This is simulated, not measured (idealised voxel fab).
process module | voxel capacitor over wiring
cross-section cut | 245 nm wide | cells 5 nm
A cross-section is a grid of square cells, given in bands from the top down. A band is one or more rows of cells.
Each band's line starts with the height of the band's top and of its bottom, in nm. Then come its materials from left to right, each with its width in nm. One material with "throughout" fills the band from edge to edge. "air" is empty space.
Height 0 is the level under which the wafer as received is all one material. The lowest band goes on downwards, as in "0 down".
A width such as "30 to 40" changes by the same amount from each row of cells to the next, from the band's top row to its bottom row.
"no change" after a step means that no cell of the cross-section changed.
closed voids: empty space of 8 cells or more with no open way to the top, each as width x height at its distance from the left edge, in nm
after a step's settings: what the simulator itself notes on the step
overlay nm, on a step with a mask: how far to the right of its planned place the mask lay; to the left if negative
Each pair below shows a cross-section before one step and the cross-section after it, down to the lowest band that changed. The line under each pair gives the step between them, with its settings. The pairs can come from different runs of this module on the same starting wafer, so a pair continues from the pair above only where its "before" says so.
before
  0 down: Si throughout
  closed voids: none
after
  15 to 0: SiO2 throughout
  below 0: unchanged
  closed voids: none
the step between: op CONFORMAL_DEP | material SiO2 | thk nm 15
before: the cross-section after the pair above
after
  20 to 15: TiN throughout
  below 15: unchanged
  closed voids: none
the step between: op DIRECTIONAL_DEP | material TiN | thk nm 5
before: the cross-section after the pair above
after
  45 to 20: Ru throughout
  below 20: unchanged
  closed voids: none
the step between: op DIRECTIONAL_DEP | material Ru | thk nm 25
before: the cross-section after the pair above
after
  65 to 45: air 75 | resist 20 | air 55 | resist 20 | air 75
  below 45: unchanged
  closed voids: none
the step between: op PATTERN | tone cover | mask id METAL_1 | material resist | width nm 20 | pitch nm 75 | thk nm 20 | overlay nm 0
before: the cross-section after the pair above
after
  65 to 45: air 75 | resist 20 | air 55 | resist 20 | air 75
  45 to 20: air 75 | Ru 20 | air 55 | Ru 20 | air 75
  below 20: unchanged
  closed voids: none
the step between: op DIRECTIONAL_ETCH | etch materials Ru | depth nm 25
before: the cross-section after the pair above
after
  65 to 45: air 75 | resist 20 | air 55 | resist 20 | air 75
  45 to 20: air 75 | Ru 20 | air 55 | Ru 20 | air 75
  20 to 15: air 75 | TiN 20 | air 55 | TiN 20 | air 75
  below 15: unchanged
  closed voids: none
the step between: op DIRECTIONAL_ETCH | etch materials TiN | depth nm 5
before: the cross-section after the pair above
after
  45 to 20: air 75 | Ru 20 | air 55 | Ru 20 | air 75
  below 20: unchanged
  closed voids: none
the step between: op STRIP | etch materials resist
before: the cross-section after the pair above
after
  50 to 45: air 70 | SiCN 30 | air 45 | SiCN 30 | air 70
  45 to 20: air 70 | SiCN 5 | Ru 20 | SiCN 5 | air 45 | SiCN 5 | Ru 20 | SiCN 5 | air 70
  20 to 15: SiCN 75 | TiN 20 | SiCN 55 | TiN 20 | SiCN 75
  below 15: unchanged
  closed voids: none
the step between: op CONFORMAL_DEP | material SiCN | thk nm 5
before: the cross-section after the pair above
after
  55 to 50: SiO2 throughout
  50 to 45: SiO2 70 | SiCN 30 | SiO2 45 | SiCN 30 | SiO2 70
  45 to 20: SiO2 70 | SiCN 5 | Ru 20 | SiCN 5 | SiO2 45 | SiCN 5 | Ru 20 | SiCN 5 | SiO2 70
  below 20: unchanged
  closed voids: none
the step between: op FILL_DEP | material SiO2 | thk nm 5
before: the cross-section after the pair above
after
  45 to 20: SiO2 70 | SiCN 5 | Ru 20 | SiCN 5 | SiO2 45 | SiCN 5 | Ru 20 | SiCN 5 | SiO2 70
  below 20: unchanged
  closed voids: none
the step between: op CMP | height nm 45
before: the cross-section after the pair above
after
  50 to 45: SiCN throughout
  below 45: unchanged
  closed voids: none
the step between: op CONFORMAL_DEP | material SiCN | thk nm 5
before: the cross-section after the pair above
after
  70 to 50: lowk throughout
  below 50: unchanged
  closed voids: none
the step between: op DIRECTIONAL_DEP | material lowk | thk nm 20
before: the cross-section after the pair above
after
  70 to 50: lowk 80 | air 15 | lowk 150
  below 50: unchanged
  closed voids: none
the step between: op MASKED_ETCH | tone open | mask id PLUG_1 | width nm 15 | etch materials lowk | depth nm 20 | overlay nm 0
before: the cross-section after the pair above
after
  70 to 50: lowk 80 | air 15 | lowk 150
  50 to 45: SiCN 80 | air 15 | SiCN 150
  below 45: unchanged
  closed voids: none
the step between: op MASKED_ETCH | tone open | mask id PLUG_1 | width nm 15 | etch materials SiCN | depth nm 5 | overlay nm 0
before: the cross-section after the pair above
after
  75 to 70: TiN 85 | air 5 | TiN 155
  70 to 50: lowk 80 | TiN 5 | air 5 | TiN 5 | lowk 150
  50 to 45: SiCN 80 | TiN 15 | SiCN 150
  below 45: unchanged
  closed voids: none
the step between: op CONFORMAL_DEP | material TiN | thk nm 5
before: the cross-section after the pair above
after
  85 to 75: W throughout
  75 to 70: TiN 85 | W 5 | TiN 155
  70 to 50: lowk 80 | TiN 5 | W 5 | TiN 5 | lowk 150
  below 50: unchanged
  closed voids: none
the step between: op FILL_DEP | material W | thk nm 10
before: the cross-section after the pair above
after
  70 to 50: lowk 80 | TiN 5 | W 5 | TiN 5 | lowk 150
  below 50: unchanged
  closed voids: none
the step between: op CMP | height nm 70
before: the cross-section after the pair above
after
  75 to 70: TiN throughout
  below 70: unchanged
  closed voids: none
the step between: op DIRECTIONAL_DEP | material TiN | thk nm 5
before: the cross-section after the pair above
after
  80 to 75: SiN throughout
  below 75: unchanged
  closed voids: none
the step between: op DIRECTIONAL_DEP | material SiN | thk nm 5
before: the cross-section after the pair above
after
  90 to 80: TiN throughout
  below 80: unchanged
  closed voids: none
the step between: op DIRECTIONAL_DEP | material TiN | thk nm 10
before: the cross-section after the pair above
after
  100 to 90: aC throughout
  below 90: unchanged
  closed voids: none
the step between: op DIRECTIONAL_DEP | material aC | thk nm 10
before: the cross-section after the pair above
after
  125 to 100: air 80 | resist 60 | air 105
  below 100: unchanged
  closed voids: none
the step between: op PATTERN | tone cover | mask id UPPER_PLATE | material resist | width nm 60 | thk nm 25 | overlay nm 0
before: the cross-section after the pair above
after
  115 to 100: air 80 | resist 60 | air 105
  100 to 90: air 80 | aC 60 | air 105
  below 90: unchanged
  closed voids: none
the step between: op DIRECTIONAL_ETCH | etch materials aC | depth nm 10
before: the cross-section after the pair above
after
  100 to 90: air 80 | aC 60 | air 105
  below 90: unchanged
  closed voids: none
the step between: op STRIP | etch materials resist
before: the cross-section after the pair above
after
  100 to 90: air 80 | aC 60 | air 105
  90 to 80: air 80 | TiN 60 | air 105
  below 80: unchanged
  closed voids: none
the step between: op DIRECTIONAL_ETCH | etch materials TiN | depth nm 10
before: the cross-section after the pair above
after
  100 to 90: air 80 | aC 60 | air 105
  90 to 80: air 80 | TiN 60 | air 105
  80 to 75: air 80 | SiN 60 | air 105
  below 75: unchanged
  closed voids: none
the step between: op DIRECTIONAL_ETCH | etch materials SiN | depth nm 5
before: the cross-section after the pair above
after
  90 to 80: air 80 | TiN 60 | air 105
  below 80: unchanged
  closed voids: none
the step between: op STRIP | etch materials aC
before: the cross-section after the pair above
after
  105 to 90: air 75 | resist 70 | air 100
  90 to 80: air 75 | resist 5 | TiN 60 | resist 5 | air 100
  80 to 75: air 75 | resist 5 | SiN 60 | resist 5 | air 100
  below 75: unchanged
  closed voids: none
the step between: op PATTERN | tone cover | mask id LOWER_PLATE | material resist | width nm 70 | thk nm 15 | overlay nm 0
before: the cross-section after the pair above
after
  105 to 90: air 75 | resist 70 | air 100
  90 to 80: air 75 | resist 5 | TiN 60 | resist 5 | air 100
  80 to 75: air 75 | resist 5 | SiN 60 | resist 5 | air 100
  75 to 70: air 75 | TiN 70 | air 100
  below 70: unchanged
  closed voids: none
the step between: op DIRECTIONAL_ETCH | etch materials TiN | depth nm 5
before: the cross-section after the pair above
after
  90 to 80: air 80 | TiN 60 | air 105
  80 to 75: air 80 | SiN 60 | air 105
  below 75: unchanged
  closed voids: none
the step between: op STRIP | etch materials resist
before: the cross-section after the pair above
after
  110 to 90: SiO2 throughout
  90 to 80: SiO2 80 | TiN 60 | SiO2 105
  80 to 75: SiO2 80 | SiN 60 | SiO2 105
  75 to 70: SiO2 75 | TiN 70 | SiO2 100
  below 70: unchanged
  closed voids: none
the step between: op FILL_DEP | material SiO2 | thk nm 20
before: the cross-section after the pair above
after
  105 to 90: SiO2 throughout
  below 90: unchanged
  closed voids: none
the step between: op CMP | height nm 105
before: the cross-section after the pair above
after
  125 to 105: resist 90 | air 15 | resist 140
  below 105: unchanged
  closed voids: none
the step between: op PATTERN | tone open | mask id PLUG_2 | material resist | width nm 15 | thk nm 20 | overlay nm 0
before: the cross-section after the pair above
after
  125 to 105: resist 90 | air 15 | resist 140
  105 to 90: SiO2 90 | air 15 | SiO2 140
  below 90: unchanged
  closed voids: none
the step between: op DIRECTIONAL_ETCH | etch materials SiO2 | depth nm 15
before: the cross-section after the pair above
after
  105 to 90: SiO2 90 | air 15 | SiO2 140
  below 90: unchanged
  closed voids: none
the step between: op STRIP | etch materials resist
before: the cross-section after the pair above
after
  110 to 105: TiN 95 | air 5 | TiN 145
  105 to 95: SiO2 90 | TiN 5 | air 5 | TiN 5 | SiO2 140
  95 to 90: SiO2 90 | TiN 15 | SiO2 140
  below 90: unchanged
  closed voids: none
the step between: op CONFORMAL_DEP | material TiN | thk nm 5
before: the cross-section after the pair above
after
  120 to 110: Ru throughout
  110 to 105: TiN 95 | Ru 5 | TiN 145
  105 to 95: SiO2 90 | TiN 5 | Ru 5 | TiN 5 | SiO2 140
  below 95: unchanged
  closed voids: none
the step between: op FILL_DEP | material Ru | thk nm 10
before: the cross-section after the pair above
after
  105 to 95: SiO2 90 | TiN 5 | Ru 5 | TiN 5 | SiO2 140
  below 95: unchanged
  closed voids: none
the step between: op CMP | height nm 105
before: the cross-section after the pair above
after
  110 to 105: SiN throughout
  below 105: unchanged
  closed voids: none
the step between: op CONFORMAL_DEP | material SiN | thk nm 5
before
  15 to 0: SiO2 throughout
  0 down: Si throughout
  closed voids: none
after
  40 to 15: Ru throughout
  below 15: unchanged
  closed voids: none
the step between: op DIRECTIONAL_DEP | material Ru | thk nm 25
before: the cross-section after the pair above
after
  60 to 40: air 75 | resist 20 | air 55 | resist 20 | air 75
  below 40: unchanged
  closed voids: none
the step between: op PATTERN | tone cover | mask id METAL_1 | material resist | width nm 20 | pitch nm 75 | thk nm 20 | overlay nm 0
before: the cross-section after the pair above
after
  60 to 40: air 75 | resist 20 | air 55 | resist 20 | air 75
  40 to 15: air 75 | Ru 20 | air 55 | Ru 20 | air 75
  below 15: unchanged
  closed voids: none
the step between: op DIRECTIONAL_ETCH | etch materials Ru | depth nm 25
before: the cross-section after the pair above
after
  40 to 15: air 75 | Ru 20 | air 55 | Ru 20 | air 75
  below 15: unchanged
  closed voids: none
the step between: op STRIP | etch materials resist
before: the cross-section after the pair above
after
  45 to 40: air 70 | SiCN 30 | air 45 | SiCN 30 | air 70
  40 to 20: air 70 | SiCN 5 | Ru 20 | SiCN 5 | air 45 | SiCN 5 | Ru 20 | SiCN 5 | air 70
  20 to 15: SiCN 75 | Ru 20 | SiCN 55 | Ru 20 | SiCN 75
  below 15: unchanged
  closed voids: none
the step between: op CONFORMAL_DEP | material SiCN | thk nm 5
before: the cross-section after the pair above
after
  50 to 45: SiO2 throughout
  45 to 40: SiO2 70 | SiCN 30 | SiO2 45 | SiCN 30 | SiO2 70
  40 to 20: SiO2 70 | SiCN 5 | Ru 20 | SiCN 5 | SiO2 45 | SiCN 5 | Ru 20 | SiCN 5 | SiO2 70
  below 20: unchanged
  closed voids: none
the step between: op FILL_DEP | material SiO2 | thk nm 5
before: the cross-section after the pair above
after
  45 to 40: SiO2 70 | SiCN 30 | SiO2 45 | SiCN 30 | SiO2 70
  below 40: unchanged
  closed voids: none
the step between: op CMP | height nm 45
before: the cross-section after the pair above
after
  50 to 45: SiCN throughout
  below 45: unchanged
  closed voids: none
the step between: op CONFORMAL_DEP | material SiCN | thk nm 5
before: the cross-section after the pair above
after
  70 to 50: lowk throughout
  below 50: unchanged
  closed voids: none
the step between: op DIRECTIONAL_DEP | material lowk | thk nm 20
before: the cross-section after the pair above
after
  70 to 50: lowk 80 | air 15 | lowk 150
  below 50: unchanged
  closed voids: none
the step between: op MASKED_ETCH | tone open | mask id PLUG_1 | width nm 15 | etch materials lowk | depth nm 20 | overlay nm 0
before: the cross-section after the pair above
after
  70 to 50: lowk 80 | air 15 | lowk 150
  50 to 45: SiCN 80 | air 15 | SiCN 150
  below 45: unchanged
  closed voids: none
the step between: op MASKED_ETCH | tone open | mask id PLUG_1 | width nm 15 | etch materials SiCN | depth nm 5 | overlay nm 0
before: the cross-section after the pair above
after
  75 to 70: TiN 85 | air 5 | TiN 155
  70 to 50: lowk 80 | TiN 5 | air 5 | TiN 5 | lowk 150
  50 to 45: SiCN 80 | TiN 15 | SiCN 150
  below 45: unchanged
  closed voids: none
the step between: op CONFORMAL_DEP | material TiN | thk nm 5
before: the cross-section after the pair above
after
  85 to 75: W throughout
  75 to 70: TiN 85 | W 5 | TiN 155
  70 to 50: lowk 80 | TiN 5 | W 5 | TiN 5 | lowk 150
  below 50: unchanged
  closed voids: none
the step between: op FILL_DEP | material W | thk nm 10
before: the cross-section after the pair above
after
  70 to 50: lowk 80 | TiN 5 | W 5 | TiN 5 | lowk 150
  below 50: unchanged
  closed voids: none
the step between: op CMP | height nm 70
before: the cross-section after the pair above
after
  75 to 70: TiN throughout
  below 70: unchanged
  closed voids: none
the step between: op DIRECTIONAL_DEP | material TiN | thk nm 5
before: the cross-section after the pair above
after
  80 to 75: SiN throughout
  below 75: unchanged
  closed voids: none
the step between: op DIRECTIONAL_DEP | material SiN | thk nm 5
before: the cross-section after the pair above
after
  90 to 80: TiN throughout
  below 80: unchanged
  closed voids: none
the step between: op DIRECTIONAL_DEP | material TiN | thk nm 10
before: the cross-section after the pair above
after
  100 to 90: aC throughout
  below 90: unchanged
  closed voids: none
the step between: op DIRECTIONAL_DEP | material aC | thk nm 10
before: the cross-section after the pair above
after
  125 to 100: air 80 | resist 60 | air 105
  below 100: unchanged
  closed voids: none
the step between: op PATTERN | tone cover | mask id UPPER_PLATE | material resist | width nm 60 | thk nm 25 | overlay nm 0
before: the cross-section after the pair above
after
  115 to 100: air 80 | resist 60 | air 105
  100 to 90: air 80 | aC 60 | air 105
  below 90: unchanged
  closed voids: none
the step between: op DIRECTIONAL_ETCH | etch materials aC | depth nm 10
before: the cross-section after the pair above
after
  100 to 90: air 80 | aC 60 | air 105
  below 90: unchanged
  closed voids: none
the step between: op STRIP | etch materials resist
before: the cross-section after the pair above
after
  100 to 90: air 80 | aC 60 | air 105
  90 to 80: air 80 | TiN 60 | air 105
  below 80: unchanged
  closed voids: none
the step between: op DIRECTIONAL_ETCH | etch materials TiN | depth nm 10
before: the cross-section after the pair above
after
  100 to 90: air 80 | aC 60 | air 105
  90 to 80: air 80 | TiN 60 | air 105
  80 to 75: air 80 | SiN 60 | air 105
  below 75: unchanged
  closed voids: none
the step between: op DIRECTIONAL_ETCH | etch materials SiN | depth nm 5
before: the cross-section after the pair above
after
  90 to 80: air 80 | TiN 60 | air 105
  below 80: unchanged
  closed voids: none
the step between: op STRIP | etch materials aC
before: the cross-section after the pair above
after
  105 to 90: air 75 | resist 70 | air 100
  90 to 80: air 75 | resist 5 | TiN 60 | resist 5 | air 100
  80 to 75: air 75 | resist 5 | SiN 60 | resist 5 | air 100
  below 75: unchanged
  closed voids: none
the step between: op PATTERN | tone cover | mask id LOWER_PLATE | material resist | width nm 70 | thk nm 15 | overlay nm 0
before: the cross-section after the pair above
after
  105 to 90: air 75 | resist 70 | air 100
  90 to 80: air 75 | resist 5 | TiN 60 | resist 5 | air 100
  80 to 75: air 75 | resist 5 | SiN 60 | resist 5 | air 100
  75 to 70: air 75 | TiN 70 | air 100
  below 70: unchanged
  closed voids: none
the step between: op DIRECTIONAL_ETCH | etch materials TiN | depth nm 5
before: the cross-section after the pair above
after
  90 to 80: air 80 | TiN 60 | air 105
  80 to 75: air 80 | SiN 60 | air 105
  below 75: unchanged
  closed voids: none
the step between: op STRIP | etch materials resist
before: the cross-section after the pair above
after
  110 to 90: SiO2 throughout
  90 to 80: SiO2 80 | TiN 60 | SiO2 105
  80 to 75: SiO2 80 | SiN 60 | SiO2 105
  75 to 70: SiO2 75 | TiN 70 | SiO2 100
  below 70: unchanged
  closed voids: none
the step between: op FILL_DEP | material SiO2 | thk nm 20
before: the cross-section after the pair above
after
  105 to 90: SiO2 throughout
  below 90: unchanged
  closed voids: none
the step between: op CMP | height nm 105
before: the cross-section after the pair above
after
  125 to 105: resist 90 | air 15 | resist 140
  below 105: unchanged
  closed voids: none
the step between: op PATTERN | tone open | mask id PLUG_2 | material resist | width nm 15 | thk nm 20 | overlay nm 0
before: the cross-section after the pair above
after
  125 to 105: resist 90 | air 15 | resist 140
  105 to 90: SiO2 90 | air 15 | SiO2 140
  below 90: unchanged
  closed voids: none
the step between: op DIRECTIONAL_ETCH | etch materials SiO2 | depth nm 15
before: the cross-section after the pair above
after
  105 to 90: SiO2 90 | air 15 | SiO2 140
  below 90: unchanged
  closed voids: none
the step between: op STRIP | etch materials resist
before: the cross-section after the pair above
after
  110 to 105: TiN 95 | air 5 | TiN 145
  105 to 95: SiO2 90 | TiN 5 | air 5 | TiN 5 | SiO2 140
  95 to 90: SiO2 90 | TiN 15 | SiO2 140
  below 90: unchanged
  closed voids: none
the step between: op CONFORMAL_DEP | material TiN | thk nm 5
before: the cross-section after the pair above
after
  120 to 110: Ru throughout
  110 to 105: TiN 95 | Ru 5 | TiN 145
  105 to 95: SiO2 90 | TiN 5 | Ru 5 | TiN 5 | SiO2 140
  below 95: unchanged
  closed voids: none
the step between: op FILL_DEP | material Ru | thk nm 10
before: the cross-section after the pair above
after
  105 to 95: SiO2 90 | TiN 5 | Ru 5 | TiN 5 | SiO2 140
  below 95: unchanged
  closed voids: none
the step between: op CMP | height nm 105
before: the cross-section after the pair above
after
  110 to 105: SiN throughout
  below 105: unchanged
  closed voids: none
the step between: op CONFORMAL_DEP | material SiN | thk nm 5
before
  15 to 0: SiO2 throughout
  0 down: Si throughout
  closed voids: none
after
  30 to 0: SiO2 throughout
  below 0: unchanged
  closed voids: none
the step between: op CONFORMAL_DEP | material SiO2 | thk nm 15
before: the cross-section after the pair above
after
  35 to 30: TiN throughout
  below 30: unchanged
  closed voids: none
the step between: op DIRECTIONAL_DEP | material TiN | thk nm 5
before: the cross-section after the pair above
after
  60 to 35: Ru throughout
  below 35: unchanged
  closed voids: none
the step between: op DIRECTIONAL_DEP | material Ru | thk nm 25
before: the cross-section after the pair above
after
  80 to 60: air 75 | resist 20 | air 55 | resist 20 | air 75
  below 60: unchanged
  closed voids: none
the step between: op PATTERN | tone cover | mask id METAL_1 | material resist | width nm 20 | pitch nm 75 | thk nm 20 | overlay nm 0
before: the cross-section after the pair above
after
  80 to 60: air 75 | resist 20 | air 55 | resist 20 | air 75
  60 to 35: air 75 | Ru 20 | air 55 | Ru 20 | air 75
  below 35: unchanged
  closed voids: none
the step between: op DIRECTIONAL_ETCH | etch materials Ru | depth nm 25
before: the cross-section after the pair above
after
  80 to 60: air 75 | resist 20 | air 55 | resist 20 | air 75
  60 to 35: air 75 | Ru 20 | air 55 | Ru 20 | air 75
  35 to 30: air 75 | TiN 20 | air 55 | TiN 20 | air 75
  below 30: unchanged
  closed voids: none
the step between: op DIRECTIONAL_ETCH | etch materials TiN | depth nm 5
before: the cross-section after the pair above
after
  60 to 35: air 75 | Ru 20 | air 55 | Ru 20 | air 75
  below 35: unchanged
  closed voids: none
the step between: op STRIP | etch materials resist
before: the cross-section after the pair above
after
  65 to 60: air 70 | SiCN 30 | air 45 | SiCN 30 | air 70
  60 to 35: air 70 | SiCN 5 | Ru 20 | SiCN 5 | air 45 | SiCN 5 | Ru 20 | SiCN 5 | air 70
  35 to 30: SiCN 75 | TiN 20 | SiCN 55 | TiN 20 | SiCN 75
  below 30: unchanged
  closed voids: none
the step between: op CONFORMAL_DEP | material SiCN | thk nm 5
before: the cross-section after the pair above
after
  70 to 65: SiO2 throughout
  65 to 60: SiO2 70 | SiCN 30 | SiO2 45 | SiCN 30 | SiO2 70
  60 to 35: SiO2 70 | SiCN 5 | Ru 20 | SiCN 5 | SiO2 45 | SiCN 5 | Ru 20 | SiCN 5 | SiO2 70
  below 35: unchanged
  closed voids: none
the step between: op FILL_DEP | material SiO2 | thk nm 5
before: the cross-section after the pair above
after
  45 to 35: SiO2 70 | SiCN 5 | Ru 20 | SiCN 5 | SiO2 45 | SiCN 5 | Ru 20 | SiCN 5 | SiO2 70
  below 35: unchanged
  closed voids: none
the step between: op CMP | height nm 45
before: the cross-section after the pair above
after
  50 to 45: SiCN throughout
  below 45: unchanged
  closed voids: none
the step between: op CONFORMAL_DEP | material SiCN | thk nm 5
before: the cross-section after the pair above
after
  70 to 50: lowk throughout
  below 50: unchanged
  closed voids: none
the step between: op DIRECTIONAL_DEP | material lowk | thk nm 20
before: the cross-section after the pair above
after
  70 to 50: lowk 80 | air 15 | lowk 150
  below 50: unchanged
  closed voids: none
the step between: op MASKED_ETCH | tone open | mask id PLUG_1 | width nm 15 | etch materials lowk | depth nm 20 | overlay nm 0
before: the cross-section after the pair above
after
  70 to 50: lowk 80 | air 15 | lowk 150
  50 to 45: SiCN 80 | air 15 | SiCN 150
  below 45: unchanged
  closed voids: none
the step between: op MASKED_ETCH | tone open | mask id PLUG_1 | width nm 15 | etch materials SiCN | depth nm 5 | overlay nm 0
before: the cross-section after the pair above
after
  75 to 70: TiN 85 | air 5 | TiN 155
  70 to 50: lowk 80 | TiN 5 | air 5 | TiN 5 | lowk 150
  50 to 45: SiCN 80 | TiN 15 | SiCN 150
  below 45: unchanged
  closed voids: none
the step between: op CONFORMAL_DEP | material TiN | thk nm 5
before: the cross-section after the pair above
after
  85 to 75: W throughout
  75 to 70: TiN 85 | W 5 | TiN 155
  70 to 50: lowk 80 | TiN 5 | W 5 | TiN 5 | lowk 150
  below 50: unchanged
  closed voids: none
the step between: op FILL_DEP | material W | thk nm 10
before: the cross-section after the pair above
after
  70 to 50: lowk 80 | TiN 5 | W 5 | TiN 5 | lowk 150
  below 50: unchanged
  closed voids: none
the step between: op CMP | height nm 70
before: the cross-section after the pair above
after
  75 to 70: TiN throughout
  below 70: unchanged
  closed voids: none
the step between: op DIRECTIONAL_DEP | material TiN | thk nm 5
before: the cross-section after the pair above
after
  80 to 75: SiN throughout
  below 75: unchanged
  closed voids: none
the step between: op DIRECTIONAL_DEP | material SiN | thk nm 5
before: the cross-section after the pair above
after
  90 to 80: TiN throughout
  below 80: unchanged
  closed voids: none
the step between: op DIRECTIONAL_DEP | material TiN | thk nm 10
before: the cross-section after the pair above
after
  100 to 90: aC throughout
  below 90: unchanged
  closed voids: none
the step between: op DIRECTIONAL_DEP | material aC | thk nm 10
before: the cross-section after the pair above
after
  125 to 100: air 80 | resist 60 | air 105
  below 100: unchanged
  closed voids: none
the step between: op PATTERN | tone cover | mask id UPPER_PLATE | material resist | width nm 60 | thk nm 25 | overlay nm 0
before: the cross-section after the pair above
after
  115 to 100: air 80 | resist 60 | air 105
  100 to 90: air 80 | aC 60 | air 105
  below 90: unchanged
  closed voids: none
the step between: op DIRECTIONAL_ETCH | etch materials aC | depth nm 10
before: the cross-section after the pair above
after
  100 to 90: air 80 | aC 60 | air 105
  below 90: unchanged
  closed voids: none
the step between: op STRIP | etch materials resist
before: the cross-section after the pair above
after
  100 to 90: air 80 | aC 60 | air 105
  90 to 80: air 80 | TiN 60 | air 105
  below 80: unchanged
  closed voids: none
the step between: op DIRECTIONAL_ETCH | etch materials TiN | depth nm 10
before: the cross-section after the pair above
after
  100 to 90: air 80 | aC 60 | air 105
  90 to 80: air 80 | TiN 60 | air 105
  80 to 75: air 80 | SiN 60 | air 105
  below 75: unchanged
  closed voids: none
the step between: op DIRECTIONAL_ETCH | etch materials SiN | depth nm 5
before: the cross-section after the pair above
after
  90 to 80: air 80 | TiN 60 | air 105
  below 80: unchanged
  closed voids: none
the step between: op STRIP | etch materials aC
before: the cross-section after the pair above
after
  105 to 90: air 75 | resist 70 | air 100
  90 to 80: air 75 | resist 5 | TiN 60 | resist 5 | air 100
  80 to 75: air 75 | resist 5 | SiN 60 | resist 5 | air 100
  below 75: unchanged
  closed voids: none
the step between: op PATTERN | tone cover | mask id LOWER_PLATE | material resist | width nm 70 | thk nm 15 | overlay nm 0
before: the cross-section after the pair above
after
  105 to 90: air 75 | resist 70 | air 100
  90 to 80: air 75 | resist 5 | TiN 60 | resist 5 | air 100
  80 to 75: air 75 | resist 5 | SiN 60 | resist 5 | air 100
  75 to 70: air 75 | TiN 70 | air 100
  below 70: unchanged
  closed voids: none
the step between: op DIRECTIONAL_ETCH | etch materials TiN | depth nm 5
before: the cross-section after the pair above
after
  90 to 80: air 80 | TiN 60 | air 105
  80 to 75: air 80 | SiN 60 | air 105
  below 75: unchanged
  closed voids: none
the step between: op STRIP | etch materials resist
before: the cross-section after the pair above
after
  110 to 90: SiO2 throughout
  90 to 80: SiO2 80 | TiN 60 | SiO2 105
  80 to 75: SiO2 80 | SiN 60 | SiO2 105
  75 to 70: SiO2 75 | TiN 70 | SiO2 100
  below 70: unchanged
  closed voids: none
the step between: op FILL_DEP | material SiO2 | thk nm 20
before: the cross-section after the pair above
after
  105 to 90: SiO2 throughout
  below 90: unchanged
  closed voids: none
the step between: op CMP | height nm 105
before: the cross-section after the pair above
after
  125 to 105: resist 90 | air 15 | resist 140
  below 105: unchanged
  closed voids: none
the step between: op PATTERN | tone open | mask id PLUG_2 | material resist | width nm 15 | thk nm 20 | overlay nm 0
before: the cross-section after the pair above
after
  125 to 105: resist 90 | air 15 | resist 140
  105 to 90: SiO2 90 | air 15 | SiO2 140
  below 90: unchanged
  closed voids: none
the step between: op DIRECTIONAL_ETCH | etch materials SiO2 | depth nm 15
before: the cross-section after the pair above
after
  105 to 90: SiO2 90 | air 15 | SiO2 140
  below 90: unchanged
  closed voids: none
the step between: op STRIP | etch materials resist
before: the cross-section after the pair above
after
  110 to 105: TiN 95 | air 5 | TiN 145
  105 to 95: SiO2 90 | TiN 5 | air 5 | TiN 5 | SiO2 140
  95 to 90: SiO2 90 | TiN 15 | SiO2 140
  below 90: unchanged
  closed voids: none
the step between: op CONFORMAL_DEP | material TiN | thk nm 5
before: the cross-section after the pair above
after
  120 to 110: Ru throughout
  110 to 105: TiN 95 | Ru 5 | TiN 145
  105 to 95: SiO2 90 | TiN 5 | Ru 5 | TiN 5 | SiO2 140
  below 95: unchanged
  closed voids: none
the step between: op FILL_DEP | material Ru | thk nm 10
before: the cross-section after the pair above
after
  105 to 95: SiO2 90 | TiN 5 | Ru 5 | TiN 5 | SiO2 140
  below 95: unchanged
  closed voids: none
the step between: op CMP | height nm 105
before: the cross-section after the pair above
after
  110 to 105: SiN throughout
  below 105: unchanged
  closed voids: none
the step between: op CONFORMAL_DEP | material SiN | thk nm 5
before
  40 to 15: Ru throughout
  15 to 0: SiO2 throughout
  0 down: Si throughout
  closed voids: none
after
  45 to 40: TiN throughout
  below 40: unchanged
  closed voids: none
the step between: op DIRECTIONAL_DEP | material TiN | thk nm 5
before: the cross-section after the pair above
after
  65 to 45: air 75 | resist 20 | air 55 | resist 20 | air 75
  below 45: unchanged
  closed voids: none
the step between: op PATTERN | tone cover | mask id METAL_1 | material resist | width nm 20 | pitch nm 75 | thk nm 20 | overlay nm 0
before: the cross-section after the pair above
after
  65 to 45: air 75 | resist 20 | air 55 | resist 20 | air 75
  45 to 40: air 75 | TiN 20 | air 55 | TiN 20 | air 75
  below 40: unchanged
  closed voids: none
the step between: op DIRECTIONAL_ETCH | etch materials TiN | depth nm 5
before: the cross-section after the pair above
after
  45 to 40: air 75 | TiN 20 | air 55 | TiN 20 | air 75
  below 40: unchanged
  closed voids: none
the step between: op STRIP | etch materials resist
before: the cross-section after the pair above
after
  50 to 45: air 70 | SiCN 30 | air 45 | SiCN 30 | air 70
  45 to 40: SiCN 75 | TiN 20 | SiCN 55 | TiN 20 | SiCN 75
  below 40: unchanged
  closed voids: none
the step between: op CONFORMAL_DEP | material SiCN | thk nm 5
before: the cross-section after the pair above
after
  55 to 50: SiO2 throughout
  50 to 45: SiO2 70 | SiCN 30 | SiO2 45 | SiCN 30 | SiO2 70
  below 45: unchanged
  closed voids: none
the step between: op FILL_DEP | material SiO2 | thk nm 5
before: the cross-section after the pair above
after
  45 to 40: SiCN 75 | TiN 20 | SiCN 55 | TiN 20 | SiCN 75
  below 40: unchanged
  closed voids: none
the step between: op CMP | height nm 45
before: the cross-section after the pair above
after
  50 to 45: SiCN throughout
  below 45: unchanged
  closed voids: none
the step between: op CONFORMAL_DEP | material SiCN | thk nm 5
before: the cross-section after the pair above
after
  70 to 50: lowk throughout
  below 50: unchanged
  closed voids: none
the step between: op DIRECTIONAL_DEP | material lowk | thk nm 20
before: the cross-section after the pair above
after
  70 to 50: lowk 80 | air 15 | lowk 150
  below 50: unchanged
  closed voids: none
the step between: op MASKED_ETCH | tone open | mask id PLUG_1 | width nm 15 | etch materials lowk | depth nm 20 | overlay nm 0
before: the cross-section after the pair above
after
  70 to 50: lowk 80 | air 15 | lowk 150
  50 to 45: SiCN 80 | air 15 | SiCN 150
  below 45: unchanged
  closed voids: none
the step between: op MASKED_ETCH | tone open | mask id PLUG_1 | width nm 15 | etch materials SiCN | depth nm 5 | overlay nm 0
before: the cross-section after the pair above
after
  75 to 70: TiN 85 | air 5 | TiN 155
  70 to 50: lowk 80 | TiN 5 | air 5 | TiN 5 | lowk 150
  50 to 45: SiCN 80 | TiN 15 | SiCN 150
  below 45: unchanged
  closed voids: none
the step between: op CONFORMAL_DEP | material TiN | thk nm 5
before: the cross-section after the pair above
after
  85 to 75: W throughout
  75 to 70: TiN 85 | W 5 | TiN 155
  70 to 50: lowk 80 | TiN 5 | W 5 | TiN 5 | lowk 150
  below 50: unchanged
  closed voids: none
the step between: op FILL_DEP | material W | thk nm 10
before: the cross-section after the pair above
after
  70 to 50: lowk 80 | TiN 5 | W 5 | TiN 5 | lowk 150
  below 50: unchanged
  closed voids: none
the step between: op CMP | height nm 70
before: the cross-section after the pair above
after
  75 to 70: TiN throughout
  below 70: unchanged
  closed voids: none
the step between: op DIRECTIONAL_DEP | material TiN | thk nm 5
